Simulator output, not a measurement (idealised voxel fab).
Documented hereafter: the process module known as voxel transistor to metal.
Section shown: cut. Width: 295 nm. Cell size: 5 nm, square.
Throughout this document, each cross-section is represented as a grid of square cells and is presented as a sequence of bands enumerated from the top downward, where a band comprises one or more rows of cells.
First you get the band's top height and its bottom height, in nm, and then the materials it's made of, left to right, with each width in nm. If you see a single material with "all across", that one covers the band edge to edge. "blank" is empty space.
Convention: height 0 is the level below which the wafer, as received, is all one material. The lowest band does not terminate at the bottom but continues downward, represented as "from 0 down".
The width entry "30..40" should be interpreted row by row: the top row of cells in the band takes the first number, the bottom row takes the second number, and the change between adjacent rows is uniform throughout.
Key: "nothing different" - step with no changed cell in the cross-section.
"Unvented cavities" specifies each empty space that is not open to the top and that occupies no fewer than 8 cells, using the form width x height at distance, the distance measured from the left edge and all three quantities in nm.
Whatever follows a step's settings on its line is a remark the simulator itself makes about that step.
overlay nm: for a step with a mask, the amount by which the mask lay right of where it was planned; a negative amount means left of it.
Pairs, read this way: before one process step on the one hand, after it on the other, the after cross-section ending at the lowest band that changed; the step between, settings included, beneath. Same starting wafer throughout, but possibly different runs of this module, so no pair continues from the pair above unless its entry headed "Pre-process state" says so.

-- Pre-process state
    from 60 to 40  35 nm resist, then 15 nm blank, then 65 nm resist, then 15 nm blank, then 30 nm resist, then 15 nm blank, then 65 nm resist, then 15 nm blank, then 40 nm resist
    from 40 to 25  35 nm aC, then 15 nm blank, then 65 nm aC, then 15 nm blank, then 30 nm aC, then 15 nm blank, then 65 nm aC, then 15 nm blank, then 40 nm aC
    from 25 to 15  SiO2 all across
    from 15 to 5  55 nm SiO2, then 10 nm SiN, then 5 nm HfO2, then 5 nm TiN, then 15 nm W, then 5 nm TiN, then 5 nm HfO2, then 10 nm SiN, then 70 nm SiO2, then 10 nm SiN, then 5 nm HfO2, then 5 nm TiN, then 15 nm W, then 5 nm TiN, then 5 nm HfO2, then 10 nm SiN, then 60 nm SiO2
    from 5 to 0  40 nm SiO2, then 15 nm nSi, then 10 nm SiN, then 5 nm HfO2, then 5 nm TiN, then 15 nm W, then 5 nm TiN, then 5 nm HfO2, then 10 nm SiN, then 15 nm nSi, then 40 nm SiO2, then 15 nm nSi, then 10 nm SiN, then 5 nm HfO2, then 5 nm TiN, then 15 nm W, then 5 nm TiN, then 5 nm HfO2, then 10 nm SiN, then 15 nm nSi, then 45 nm SiO2
    from 0 to -5  25 nm SiO2, then 10 nm SiN, then 5 nm SiO2, then 15 nm nSi, then 10 nm SiN, then 5 nm HfO2, then 25 nm TiN, then 5 nm HfO2, then 10 nm SiN, then 15 nm nSi, then 5 nm SiO2, then 10 nm SiN, then 10 nm SiO2, then 10 nm SiN, then 5 nm SiO2, then 15 nm nSi, then 10 nm SiN, then 5 nm HfO2, then 25 nm TiN, then 5 nm HfO2, then 10 nm SiN, then 15 nm nSi, then 5 nm SiO2, then 10 nm SiN, then 30 nm SiO2
    from -5 to -10  35 nm SiO2, then 20 nm nSi, then 5 nm SiO2, then 45 nm HfO2, then 5 nm SiO2, then 20 nm nSi, then 30 nm SiO2, then 20 nm nSi, then 5 nm SiO2, then 45 nm HfO2, then 5 nm SiO2, then 20 nm nSi, then 40 nm SiO2
    from -10 to -20  35 nm SiO2, then 20 nm nSi, then 55 nm Si, then 20 nm nSi, then 30 nm SiO2, then 20 nm nSi, then 55 nm Si, then 20 nm nSi, then 40 nm SiO2
    from -20 to -45  35 nm SiO2, then 95 nm Si, then 30 nm SiO2, then 95 nm Si, then 40 nm SiO2
    from -45 down  Si all across
    Unvented cavities: none

-- Sectional Result
    from 40 to 25  35 nm aC, then 15 nm blank, then 65 nm aC, then 15 nm blank, then 30 nm aC, then 15 nm blank, then 65 nm aC, then 15 nm blank, then 40 nm aC
    Beneath the level 25, the cross-section is identical to its previous state.
    Unvented cavities: none
Transition step, before and after shown above: STRIP (etch materials resist)

Pre-process state: The structure entering this step is exactly what the pair just above shows after its step.

-- Sectional Result
    from 40 to 25  35 nm aC, then 15 nm blank, then 65 nm aC, then 15 nm blank, then 30 nm aC, then 15 nm blank, then 65 nm aC, then 15 nm blank, then 40 nm aC
    from 25 to 15  35 nm SiO2, then 15 nm blank, then 65 nm SiO2, then 15 nm blank, then 30 nm SiO2, then 15 nm blank, then 65 nm SiO2, then 15 nm blank, then 40 nm SiO2
    from 15 to 5  35 nm SiO2, then 15 nm blank, then 5 nm SiO2, then 10 nm SiN, then 5 nm HfO2, then 5 nm TiN, then 15 nm W, then 5 nm TiN, then 5 nm HfO2, then 10 nm SiN, then 5 nm SiO2, then 15 nm blank, then 30 nm SiO2, then 15 nm blank, then 5 nm SiO2, then 10 nm SiN, then 5 nm HfO2, then 5 nm TiN, then 15 nm W, then 5 nm TiN, then 5 nm HfO2, then 10 nm SiN, then 5 nm SiO2, then 15 nm blank, then 40 nm SiO2
    from 5 to 0  35 nm SiO2, then 5 nm blank, then 15 nm nSi, then 10 nm SiN, then 5 nm HfO2, then 5 nm TiN, then 15 nm W, then 5 nm TiN, then 5 nm HfO2, then 10 nm SiN, then 15 nm nSi, then 5 nm blank, then 30 nm SiO2, then 5 nm blank, then 15 nm nSi, then 10 nm SiN, then 5 nm HfO2, then 5 nm TiN, then 15 nm W, then 5 nm TiN, then 5 nm HfO2, then 10 nm SiN, then 15 nm nSi, then 5 nm blank, then 40 nm SiO2
    from 0 to -5  25 nm SiO2, then 10 nm SiN, then 5 nm blank, then 15 nm nSi, then 10 nm SiN, then 5 nm HfO2, then 25 nm TiN, then 5 nm HfO2, then 10 nm SiN, then 15 nm nSi, then 5 nm blank, then 10 nm SiN, then 10 nm SiO2, then 10 nm SiN, then 5 nm blank, then 15 nm nSi, then 10 nm SiN, then 5 nm HfO2, then 25 nm TiN, then 5 nm HfO2, then 10 nm SiN, then 15 nm nSi, then 5 nm blank, then 10 nm SiN, then 30 nm SiO2
    Beneath the level -5, the cross-section is identical to its previous state.
    Unvented cavities: none
Transition step, before and after shown above: DIRECTIONAL_ETCH (etch materials SiO2; depth nm 30)

Pre-process state: The structure entering this step is exactly what the pair just above shows after its step.

-- Sectional Result
    from 25 to 15  35 nm SiO2, then 15 nm blank, then 65 nm SiO2, then 15 nm blank, then 30 nm SiO2, then 15 nm blank, then 65 nm SiO2, then 15 nm blank, then 40 nm SiO2
    Beneath the level 15, the cross-section is identical to its previous state.
    Unvented cavities: none
Transition step, before and after shown above: STRIP (etch materials aC)

Pre-process state: The structure entering this step is exactly what the pair just above shows after its step.

-- Sectional Result
    from 30 to 25  40 nm TiN, then 5 nm blank, then 75 nm TiN, then 5 nm blank, then 40 nm TiN, then 5 nm blank, then 75 nm TiN, then 5 nm blank, then 45 nm TiN
    from 25 to 15  35 nm SiO2, then 5 nm TiN, then 5 nm blank, then 5 nm TiN, then 65 nm SiO2, then 5 nm TiN, then 5 nm blank, then 5 nm TiN, then 30 nm SiO2, then 5 nm TiN, then 5 nm blank, then 5 nm TiN, then 65 nm SiO2, then 5 nm TiN, then 5 nm blank, then 5 nm TiN, then 40 nm SiO2
    from 15 to 10  35 nm SiO2, then 5 nm TiN, then 5 nm blank, then 5 nm TiN, then 5 nm SiO2, then 10 nm SiN, then 5 nm HfO2, then 5 nm TiN, then 15 nm W, then 5 nm TiN, then 5 nm HfO2, then 10 nm SiN, then 5 nm SiO2, then 5 nm TiN, then 5 nm blank, then 5 nm TiN, then 30 nm SiO2, then 5 nm TiN, then 5 nm blank, then 5 nm TiN, then 5 nm SiO2, then 10 nm SiN, then 5 nm HfO2, then 5 nm TiN, then 15 nm W, then 5 nm TiN, then 5 nm HfO2, then 10 nm SiN, then 5 nm SiO2, then 5 nm TiN, then 5 nm blank, then 5 nm TiN, then 40 nm SiO2
    from 10 to 5  35 nm SiO2, then 15 nm TiN, then 5 nm SiO2, then 10 nm SiN, then 5 nm HfO2, then 5 nm TiN, then 15 nm W, then 5 nm TiN, then 5 nm HfO2, then 10 nm SiN, then 5 nm SiO2, then 15 nm TiN, then 30 nm SiO2, then 15 nm TiN, then 5 nm SiO2, then 10 nm SiN, then 5 nm HfO2, then 5 nm TiN, then 15 nm W, then 5 nm TiN, then 5 nm HfO2, then 10 nm SiN, then 5 nm SiO2, then 15 nm TiN, then 40 nm SiO2
    from 5 to 0  35 nm SiO2, then 5 nm TiN, then 15 nm nSi, then 10 nm SiN, then 5 nm HfO2, then 5 nm TiN, then 15 nm W, then 5 nm TiN, then 5 nm HfO2, then 10 nm SiN, then 15 nm nSi, then 5 nm TiN, then 30 nm SiO2, then 5 nm TiN, then 15 nm nSi, then 10 nm SiN, then 5 nm HfO2, then 5 nm TiN, then 15 nm W, then 5 nm TiN, then 5 nm HfO2, then 10 nm SiN, then 15 nm nSi, then 5 nm TiN, then 40 nm SiO2
    from 0 to -5  25 nm SiO2, then 10 nm SiN, then 5 nm TiN, then 15 nm nSi, then 10 nm SiN, then 5 nm HfO2, then 25 nm TiN, then 5 nm HfO2, then 10 nm SiN, then 15 nm nSi, then 5 nm TiN, then 10 nm SiN, then 10 nm SiO2, then 10 nm SiN, then 5 nm TiN, then 15 nm nSi, then 10 nm SiN, then 5 nm HfO2, then 25 nm TiN, then 5 nm HfO2, then 10 nm SiN, then 15 nm nSi, then 5 nm TiN, then 10 nm SiN, then 30 nm SiO2
    Beneath the level -5, the cross-section is identical to its previous state.
    Unvented cavities: none
Transition step, before and after shown above: CONFORMAL_DEP (material TiN; thk nm 5)

Pre-process state: The structure entering this step is exactly what the pair just above shows after its step.

-- Sectional Result
    from 40 to 30  W all across
    from 30 to 25  40 nm TiN, then 5 nm W, then 75 nm TiN, then 5 nm W, then 40 nm TiN, then 5 nm W, then 75 nm TiN, then 5 nm W, then 45 nm TiN
    from 25 to 15  35 nm SiO2, then 5 nm TiN, then 5 nm W, then 5 nm TiN, then 65 nm SiO2, then 5 nm TiN, then 5 nm W, then 5 nm TiN, then 30 nm SiO2, then 5 nm TiN, then 5 nm W, then 5 nm TiN, then 65 nm SiO2, then 5 nm TiN, then 5 nm W, then 5 nm TiN, then 40 nm SiO2
    from 15 to 10  35 nm SiO2, then 5 nm TiN, then 5 nm W, then 5 nm TiN, then 5 nm SiO2, then 10 nm SiN, then 5 nm HfO2, then 5 nm TiN, then 15 nm W, then 5 nm TiN, then 5 nm HfO2, then 10 nm SiN, then 5 nm SiO2, then 5 nm TiN, then 5 nm W, then 5 nm TiN, then 30 nm SiO2, then 5 nm TiN, then 5 nm W, then 5 nm TiN, then 5 nm SiO2, then 10 nm SiN, then 5 nm HfO2, then 5 nm TiN, then 15 nm W, then 5 nm TiN, then 5 nm HfO2, then 10 nm SiN, then 5 nm SiO2, then 5 nm TiN, then 5 nm W, then 5 nm TiN, then 40 nm SiO2
    Beneath the level 10, the cross-section is identical to its previous state.
    Unvented cavities: none
Transition step, before and after shown above: FILL_DEP (material W; thk nm 10)

Pre-process state: The structure entering this step is exactly what the pair just above shows after its step.

-- Sectional Result
    from 25 to 15  35 nm SiO2, then 5 nm TiN, then 5 nm W, then 5 nm TiN, then 65 nm SiO2, then 5 nm TiN, then 5 nm W, then 5 nm TiN, then 30 nm SiO2, then 5 nm TiN, then 5 nm W, then 5 nm TiN, then 65 nm SiO2, then 5 nm TiN, then 5 nm W, then 5 nm TiN, then 40 nm SiO2
    Beneath the level 15, the cross-section is identical to its previous state.
    Unvented cavities: none
Transition step, before and after shown above: CMP (height nm 25)

Pre-process state: The structure entering this step is exactly what the pair just above shows after its step.

-- Sectional Result
    from 30 to 25  TiN all across
    Beneath the level 25, the cross-section is identical to its previous state.
    Unvented cavities: none
Transition step, before and after shown above: DIRECTIONAL_DEP (material TiN; thk nm 5)

Pre-process state: The structure entering this step is exactly what the pair just above shows after its step.

-- Sectional Result
    from 50 to 30  W all across
    Beneath the level 30, the cross-section is identical to its previous state.
    Unvented cavities: none
Transition step, before and after shown above: DIRECTIONAL_DEP (material W; thk nm 20)

Pre-process state: The structure entering this step is exactly what the pair just above shows after its step.

-- Sectional Result
    from 60 to 50  aC all across
    Beneath the level 50, the cross-section is identical to its previous state.
    Unvented cavities: none
Transition step, before and after shown above: DIRECTIONAL_DEP (material aC; thk nm 10)

Pre-process state: The structure entering this step is exactly what the pair just above shows after its step.

-- Sectional Result
    from 85 to 60  35 nm blank, then 15 nm resist, then 65 nm blank, then 15 nm resist, then 30 nm blank, then 15 nm resist, then 65 nm blank, then 15 nm resist, then 40 nm blank
    Beneath the level 60, the cross-section is identical to its previous state.
    Unvented cavities: none
Transition step, before and after shown above: PATTERN (tone cover; mask id METAL_1; material resist; width nm 15; thk nm 25; overlay nm 0)

Pre-process state: The structure entering this step is exactly what the pair just above shows after its step.

-- Sectional Result
    from 75 to 60  35 nm blank, then 15 nm resist, then 65 nm blank, then 15 nm resist, then 30 nm blank, then 15 nm resist, then 65 nm blank, then 15 nm resist, then 40 nm blank
    from 60 to 50  35 nm blank, then 15 nm aC, then 65 nm blank, then 15 nm aC, then 30 nm blank, then 15 nm aC, then 65 nm blank, then 15 nm aC, then 40 nm blank
    Beneath the level 50, the cross-section is identical to its previous state.
    Unvented cavities: none
Transition step, before and after shown above: DIRECTIONAL_ETCH (etch materials aC; depth nm 10)

Pre-process state: The structure entering this step is exactly what the pair just above shows after its step.

-- Sectional Result
    from 60 to 50  35 nm blank, then 15 nm aC, then 65 nm blank, then 15 nm aC, then 30 nm blank, then 15 nm aC, then 65 nm blank, then 15 nm aC, then 40 nm blank
    Beneath the level 50, the cross-section is identical to its previous state.
    Unvented cavities: none
Transition step, before and after shown above: STRIP (etch materials resist)

Pre-process state: The structure entering this step is exactly what the pair just above shows after its step.

-- Sectional Result
    from 60 to 50  35 nm blank, then 15 nm aC, then 65 nm blank, then 15 nm aC, then 30 nm blank, then 15 nm aC, then 65 nm blank, then 15 nm aC, then 40 nm blank
    from 50 to 30  35 nm blank, then 15 nm W, then 65 nm blank, then 15 nm W, then 30 nm blank, then 15 nm W, then 65 nm blank, then 15 nm W, then 40 nm blank
    Beneath the level 30, the cross-section is identical to its previous state.
    Unvented cavities: none
Transition step, before and after shown above: DIRECTIONAL_ETCH (etch materials W; depth nm 20)

Pre-process state: The structure entering this step is exactly what the pair just above shows after its step.

-- Sectional Result
    from 60 to 50  35 nm blank, then 15 nm aC, then 65 nm blank, then 15 nm aC, then 30 nm blank, then 15 nm aC, then 65 nm blank, then 15 nm aC, then 40 nm blank
    from 50 to 30  35 nm blank, then 15 nm W, then 65 nm blank, then 15 nm W, then 30 nm blank, then 15 nm W, then 65 nm blank, then 15 nm W, then 40 nm blank
    from 30 to 25  35 nm blank, then 15 nm TiN, then 65 nm blank, then 15 nm TiN, then 30 nm blank, then 15 nm TiN, then 65 nm blank, then 15 nm TiN, then 40 nm blank
    Beneath the level 25, the cross-section is identical to its previous state.
    Unvented cavities: none
Transition step, before and after shown above: DIRECTIONAL_ETCH (etch materials TiN; depth nm 5)

Pre-process state: The structure entering this step is exactly what the pair just above shows after its step.

-- Sectional Result
    from 50 to 30  35 nm blank, then 15 nm W, then 65 nm blank, then 15 nm W, then 30 nm blank, then 15 nm W, then 65 nm blank, then 15 nm W, then 40 nm blank
    Beneath the level 30, the cross-section is identical to its previous state.
    Unvented cavities: none
Transition step, before and after shown above: STRIP (etch materials aC)

Pre-process state: The structure entering this step is exactly what the pair just above shows after its step.

-- Sectional Result
    from 55 to 50  SiO2 all across
    from 50 to 30  35 nm SiO2, then 15 nm W, then 65 nm SiO2, then 15 nm W, then 30 nm SiO2, then 15 nm W, then 65 nm SiO2, then 15 nm W, then 40 nm SiO2
    from 30 to 25  35 nm SiO2, then 15 nm TiN, then 65 nm SiO2, then 15 nm TiN, then 30 nm SiO2, then 15 nm TiN, then 65 nm SiO2, then 15 nm TiN, then 40 nm SiO2
    Beneath the level 25, the cross-section is identical to its previous state.
    Unvented cavities: none
Transition step, before and after shown above: FILL_DEP (material SiO2; thk nm 5)

Pre-process state: The structure entering this step is exactly what the pair just above shows after its step.

-- Sectional Result
    from 50 to 30  35 nm SiO2, then 15 nm W, then 65 nm SiO2, then 15 nm W, then 30 nm SiO2, then 15 nm W, then 65 nm SiO2, then 15 nm W, then 40 nm SiO2
    Beneath the level 30, the cross-section is identical to its previous state.
    Unvented cavities: none
Transition step, before and after shown above: CMP (height nm 50)

Pre-process state: The structure entering this step is exactly what the pair just above shows after its step.

-- Sectional Result
    from 55 to 50  SiCN all across
    Beneath the level 50, the cross-section is identical to its previous state.
    Unvented cavities: none
Transition step, before and after shown above: CONFORMAL_DEP (material SiCN; thk nm 5)

Pre-process state: The structure entering this step is exactly what the pair just above shows after its step.

-- Sectional Result
    from 85 to 55  SiO2 all across
    Beneath the level 55, the cross-section is identical to its previous state.
    Unvented cavities: none
Transition step, before and after shown above: DIRECTIONAL_DEP (material SiO2; thk nm 30)

Pre-process state: The structure entering this step is exactly what the pair just above shows after its step.

-- Sectional Result
    from 95 to 85  aC all across
    Beneath the level 85, the cross-section is identical to its previous state.
    Unvented cavities: none
Transition step, before and after shown above: DIRECTIONAL_DEP (material aC; thk nm 10)

Pre-process state: The structure entering this step is exactly what the pair just above shows after its step.

-- Sectional Result
    from 125 to 95  35 nm resist, then 15 nm blank, then 110 nm resist, then 15 nm blank, then 120 nm resist
    Beneath the level 95, the cross-section is identical to its previous state.
    Unvented cavities: none
Transition step, before and after shown above: PATTERN (tone open; mask id METAL_2; material resist; width nm 15; pitch nm 125; thk nm 30; overlay nm 0)

Pre-process state: The structure entering this step is exactly what the pair just above shows after its step.

-- Sectional Result
    from 115 to 95  35 nm resist, then 15 nm blank, then 110 nm resist, then 15 nm blank, then 120 nm resist
    from 95 to 85  35 nm aC, then 15 nm blank, then 110 nm aC, then 15 nm blank, then 120 nm aC
    Beneath the level 85, the cross-section is identical to its previous state.
    Unvented cavities: none
Transition step, before and after shown above: DIRECTIONAL_ETCH (etch materials aC; depth nm 10)

Pre-process state: The structure entering this step is exactly what the pair just above shows after its step.

-- Sectional Result
    from 95 to 85  35 nm aC, then 15 nm blank, then 110 nm aC, then 15 nm blank, then 120 nm aC
    Beneath the level 85, the cross-section is identical to its previous state.
    Unvented cavities: none
Transition step, before and after shown above: STRIP (etch materials resist)

Pre-process state: The structure entering this step is exactly what the pair just above shows after its step.

-- Sectional Result
    from 95 to 85  35 nm aC, then 15 nm blank, then 110 nm aC, then 15 nm blank, then 120 nm aC
    from 85 to 65  35 nm SiO2, then 15 nm blank, then 110 nm SiO2, then 15 nm blank, then 120 nm SiO2
    Beneath the level 65, the cross-section is identical to its previous state.
    Unvented cavities: none
Transition step, before and after shown above: DIRECTIONAL_ETCH (etch materials SiO2; depth nm 20)

Pre-process state: The structure entering this step is exactly what the pair just above shows after its step.

-- Sectional Result
    from 85 to 65  35 nm SiO2, then 15 nm blank, then 110 nm SiO2, then 15 nm blank, then 120 nm SiO2
    Beneath the level 65, the cross-section is identical to its previous state.
    Unvented cavities: none
Transition step, before and after shown above: STRIP (etch materials aC)

Pre-process state: The structure entering this step is exactly what the pair just above shows after its step.

-- Sectional Result
    from 100 to 85  35 nm aC, then 15 nm blank, then 110 nm aC, then 15 nm blank, then 120 nm aC
    from 85 to 80  35 nm SiO2, then 15 nm blank, then 110 nm SiO2, then 15 nm blank, then 120 nm SiO2
    from 80 to 65  35 nm SiO2, then 15 nm aC, then 110 nm SiO2, then 15 nm aC, then 120 nm SiO2
    Beneath the level 65, the cross-section is identical to its previous state.
    Unvented cavities: none
Transition step, before and after shown above: DIRECTIONAL_DEP (material aC; thk nm 15)

Pre-process state: The structure entering this step is exactly what the pair just above shows after its step.

-- Sectional Result
    from 130 to 100  35 nm resist, then 15 nm blank, then 110 nm resist, then 15 nm blank, then 120 nm resist
    Beneath the level 100, the cross-section is identical to its previous state.
    Unvented cavities: none
Transition step, before and after shown above: PATTERN (tone open; mask id METAL_2_HOLES; material resist; width nm 15; pitch nm 125; thk nm 30; overlay nm 0)

Pre-process state: The structure entering this step is exactly what the pair just above shows after its step.

-- Sectional Result
    from 115 to 100  35 nm resist, then 15 nm blank, then 110 nm resist, then 15 nm blank, then 120 nm resist
    from 100 to 85  35 nm aC, then 15 nm blank, then 110 nm aC, then 15 nm blank, then 120 nm aC
    from 85 to 65  35 nm SiO2, then 15 nm blank, then 110 nm SiO2, then 15 nm blank, then 120 nm SiO2
    Beneath the level 65, the cross-section is identical to its previous state.
    Unvented cavities: none
Transition step, before and after shown above: DIRECTIONAL_ETCH (etch materials aC; depth nm 15)

Pre-process state: The structure entering this step is exactly what the pair just above shows after its step.

-- Sectional Result
    from 100 to 85  35 nm aC, then 15 nm blank, then 110 nm aC, then 15 nm blank, then 120 nm aC
    Beneath the level 85, the cross-section is identical to its previous state.
    Unvented cavities: none
Transition step, before and after shown above: STRIP (etch materials resist)

Pre-process state: The structure entering this step is exactly what the pair just above shows after its step.

-- Sectional Result
    from 100 to 85  35 nm aC, then 15 nm blank, then 110 nm aC, then 15 nm blank, then 120 nm aC
    from 85 to 55  35 nm SiO2, then 15 nm blank, then 110 nm SiO2, then 15 nm blank, then 120 nm SiO2
    Beneath the level 55, the cross-section is identical to its previous state.
    Unvented cavities: none
Transition step, before and after shown above: DIRECTIONAL_ETCH (etch materials SiO2; depth nm 10)

Pre-process state: The structure entering this step is exactly what the pair just above shows after its step.

-- Sectional Result
    from 100 to 85  35 nm aC, then 15 nm blank, then 110 nm aC, then 15 nm blank, then 120 nm aC
    from 85 to 55  35 nm SiO2, then 15 nm blank, then 110 nm SiO2, then 15 nm blank, then 120 nm SiO2
    from 55 to 50  35 nm SiCN, then 15 nm blank, then 110 nm SiCN, then 15 nm blank, then 120 nm SiCN
    Beneath the level 50, the cross-section is identical to its previous state.
    Unvented cavities: none
Transition step, before and after shown above: DIRECTIONAL_ETCH (etch materials SiCN; depth nm 5)

Pre-process state: The structure entering this step is exactly what the pair just above shows after its step.

-- Sectional Result
    from 85 to 55  35 nm SiO2, then 15 nm blank, then 110 nm SiO2, then 15 nm blank, then 120 nm SiO2
    Beneath the level 55, the cross-section is identical to its previous state.
    Unvented cavities: none
Transition step, before and after shown above: STRIP (etch materials aC)

Pre-process state: The structure entering this step is exactly what the pair just above shows after its step.

-- Sectional Result
    from 90 to 85  40 nm TiN, then 5 nm blank, then 120 nm TiN, then 5 nm blank, then 125 nm TiN
    from 85 to 55  35 nm SiO2, then 5 nm TiN, then 5 nm blank, then 5 nm TiN, then 110 nm SiO2, then 5 nm TiN, then 5 nm blank, then 5 nm TiN, then 120 nm SiO2
    from 55 to 50  35 nm SiCN, then 15 nm TiN, then 110 nm SiCN, then 15 nm TiN, then 120 nm SiCN
    Beneath the level 50, the cross-section is identical to its previous state.
    Unvented cavities: none
Transition step, before and after shown above: CONFORMAL_DEP (material TiN; thk nm 5)

Pre-process state: The structure entering this step is exactly what the pair just above shows after its step.

-- Sectional Result
    from 100 to 90  Ru all across
    from 90 to 85  40 nm TiN, then 5 nm Ru, then 120 nm TiN, then 5 nm Ru, then 125 nm TiN
    from 85 to 55  35 nm SiO2, then 5 nm TiN, then 5 nm Ru, then 5 nm TiN, then 110 nm SiO2, then 5 nm TiN, then 5 nm Ru, then 5 nm TiN, then 120 nm SiO2
    Beneath the level 55, the cross-section is identical to its previous state.
    Unvented cavities: none
Transition step, before and after shown above: FILL_DEP (material Ru; thk nm 10)

Pre-process state: The structure entering this step is exactly what the pair just above shows after its step.

-- Sectional Result
    from 85 to 55  35 nm SiO2, then 5 nm TiN, then 5 nm Ru, then 5 nm TiN, then 110 nm SiO2, then 5 nm TiN, then 5 nm Ru, then 5 nm TiN, then 120 nm SiO2
    Beneath the level 55, the cross-section is identical to its previous state.
    Unvented cavities: none
Transition step, before and after shown above: CMP (height nm 85)

Pre-process state: The structure entering this step is exactly what the pair just above shows after its step.

-- Sectional Result
    from 90 to 85  SiN all across
    Beneath the level 85, the cross-section is identical to its previous state.
    Unvented cavities: none
Transition step, before and after shown above: CONFORMAL_DEP (material SiN; thk nm 5)

-- Pre-process state
    from 100 to 90  Ru all across
    from 90 to 85  40 nm TiN, then 5 nm Ru, then 120 nm TiN, then 5 nm Ru, then 125 nm TiN
    from 85 to 55  35 nm SiO2, then 5 nm TiN, then 5 nm Ru, then 5 nm TiN, then 110 nm SiO2, then 5 nm TiN, then 5 nm Ru, then 5 nm TiN, then 120 nm SiO2
    from 55 to 50  35 nm SiCN, then 15 nm TiN, then 110 nm SiCN, then 15 nm TiN, then 120 nm SiCN
    from 50 to 30  35 nm SiO2, then 15 nm W, then 65 nm SiO2, then 15 nm W, then 30 nm SiO2, then 15 nm W, then 65 nm SiO2, then 15 nm W, then 40 nm SiO2
    from 30 to 25  35 nm SiO2, then 15 nm TiN, then 65 nm SiO2, then 15 nm TiN, then 30 nm SiO2, then 15 nm TiN, then 65 nm SiO2, then 15 nm TiN, then 40 nm SiO2
    from 25 to 15  35 nm SiO2, then 5 nm TiN, then 5 nm W, then 5 nm TiN, then 65 nm SiO2, then 5 nm TiN, then 5 nm W, then 5 nm TiN, then 30 nm SiO2, then 5 nm TiN, then 5 nm W, then 5 nm TiN, then 65 nm SiO2, then 5 nm TiN, then 5 nm W, then 5 nm TiN, then 40 nm SiO2
    from 15 to 10  35 nm SiO2, then 5 nm TiN, then 5 nm W, then 5 nm TiN, then 5 nm SiO2, then 10 nm SiN, then 5 nm HfO2, then 5 nm TiN, then 15 nm W, then 5 nm TiN, then 5 nm HfO2, then 10 nm SiN, then 5 nm SiO2, then 5 nm TiN, then 5 nm W, then 5 nm TiN, then 30 nm SiO2, then 5 nm TiN, then 5 nm W, then 5 nm TiN, then 5 nm SiO2, then 10 nm SiN, then 5 nm HfO2, then 5 nm TiN, then 15 nm W, then 5 nm TiN, then 5 nm HfO2, then 10 nm SiN, then 5 nm SiO2, then 5 nm TiN, then 5 nm W, then 5 nm TiN, then 40 nm SiO2
    from 10 to 5  35 nm SiO2, then 15 nm TiN, then 5 nm SiO2, then 10 nm SiN, then 5 nm HfO2, then 5 nm TiN, then 15 nm W, then 5 nm TiN, then 5 nm HfO2, then 10 nm SiN, then 5 nm SiO2, then 15 nm TiN, then 30 nm SiO2, then 15 nm TiN, then 5 nm SiO2, then 10 nm SiN, then 5 nm HfO2, then 5 nm TiN, then 15 nm W, then 5 nm TiN, then 5 nm HfO2, then 10 nm SiN, then 5 nm SiO2, then 15 nm TiN, then 40 nm SiO2
    from 5 to 0  35 nm SiO2, then 5 nm TiN, then 15 nm nSi, then 10 nm SiN, then 5 nm HfO2, then 5 nm TiN, then 15 nm W, then 5 nm TiN, then 5 nm HfO2, then 10 nm SiN, then 15 nm nSi, then 5 nm TiN, then 30 nm SiO2, then 5 nm TiN, then 15 nm nSi, then 10 nm SiN, then 5 nm HfO2, then 5 nm TiN, then 15 nm W, then 5 nm TiN, then 5 nm HfO2, then 10 nm SiN, then 15 nm nSi, then 5 nm TiN, then 40 nm SiO2
    from 0 to -5  25 nm SiO2, then 10 nm SiN, then 5 nm TiN, then 15 nm nSi, then 10 nm SiN, then 5 nm HfO2, then 25 nm TiN, then 5 nm HfO2, then 10 nm SiN, then 15 nm nSi, then 5 nm TiN, then 10 nm SiN, then 10 nm SiO2, then 10 nm SiN, then 5 nm TiN, then 15 nm nSi, then 10 nm SiN, then 5 nm HfO2, then 25 nm TiN, then 5 nm HfO2, then 10 nm SiN, then 15 nm nSi, then 5 nm TiN, then 10 nm SiN, then 30 nm SiO2
    from -5 to -10  35 nm SiO2, then 20 nm nSi, then 5 nm SiO2, then 45 nm HfO2, then 5 nm SiO2, then 20 nm nSi, then 30 nm SiO2, then 20 nm nSi, then 5 nm SiO2, then 45 nm HfO2, then 5 nm SiO2, then 20 nm nSi, then 40 nm SiO2
    from -10 to -20  35 nm SiO2, then 20 nm nSi, then 55 nm Si, then 20 nm nSi, then 30 nm SiO2, then 20 nm nSi, then 55 nm Si, then 20 nm nSi, then 40 nm SiO2
    from -20 to -45  35 nm SiO2, then 95 nm Si, then 30 nm SiO2, then 95 nm Si, then 40 nm SiO2
    from -45 down  Si all across
    Unvented cavities: none

-- Sectional Result
    from 105 to 100  SiN all across
    Beneath the level 100, the cross-section is identical to its previous state.
    Unvented cavities: none
Transition step, before and after shown above: CONFORMAL_DEP (material SiN; thk nm 5)

-- Pre-process state
    from 10 to 0  30 nm blank, then 105 nm SiN, then 20 nm blank, then 105 nm SiN, then 35 nm blank
    from 0 to -5  30 nm blank, then 105 nm SiO2, then 20 nm blank, then 105 nm SiO2, then 35 nm blank
    from -5 to -40  30 nm blank, then 105 nm Si, then 20 nm blank, then 105 nm Si, then 35 nm blank
    from -40 down  Si all across
    Unvented cavities: none

-- Sectional Result
    from 10 to 0  30 nm blank, then 105 nm SiN, then 20 nm blank, then 105 nm SiN, then 35 nm blank
    from 0 to -5  30 nm blank, then 105 nm SiO2, then 20 nm blank, then 105 nm SiO2, then 35 nm blank
    from -5 to -75  30 nm blank, then 105 nm Si, then 20 nm blank, then 105 nm Si, then 35 nm blank
    Beneath the level -75, the cross-section is identical to its previous state.
    Unvented cavities: none
Transition step, before and after shown above: MASKED_ETCH (tone cover; mask id ACTIVE; width nm 105; pitch nm 125; etch materials Si; depth nm 35; overlay nm 0)

Pre-process state: The structure entering this step is exactly what the pair just above shows after its step.

-- Sectional Result
    from 10 to 0  30 nm blank, then 105 nm SiN, then 20 nm blank, then 105 nm SiN, then 35 nm blank
    from 0 to -5  30 nm blank, then 105 nm SiO2, then 20 nm blank, then 105 nm SiO2, then 35 nm blank
    from -5 to -75  30 nm blank, then 5 nm SiO2, then 95 nm Si, then 5 nm SiO2, then 20 nm blank, then 5 nm SiO2, then 95 nm Si, then 5 nm SiO2, then 35 nm blank
    from -75 to -80  35 nm SiO2, then 95 nm Si, then 30 nm SiO2, then 95 nm Si, then 40 nm SiO2
    Beneath the level -80, the cross-section is identical to its previous state.
    Unvented cavities: none
Transition step, before and after shown above: OXIDIZE (depth nm 5)
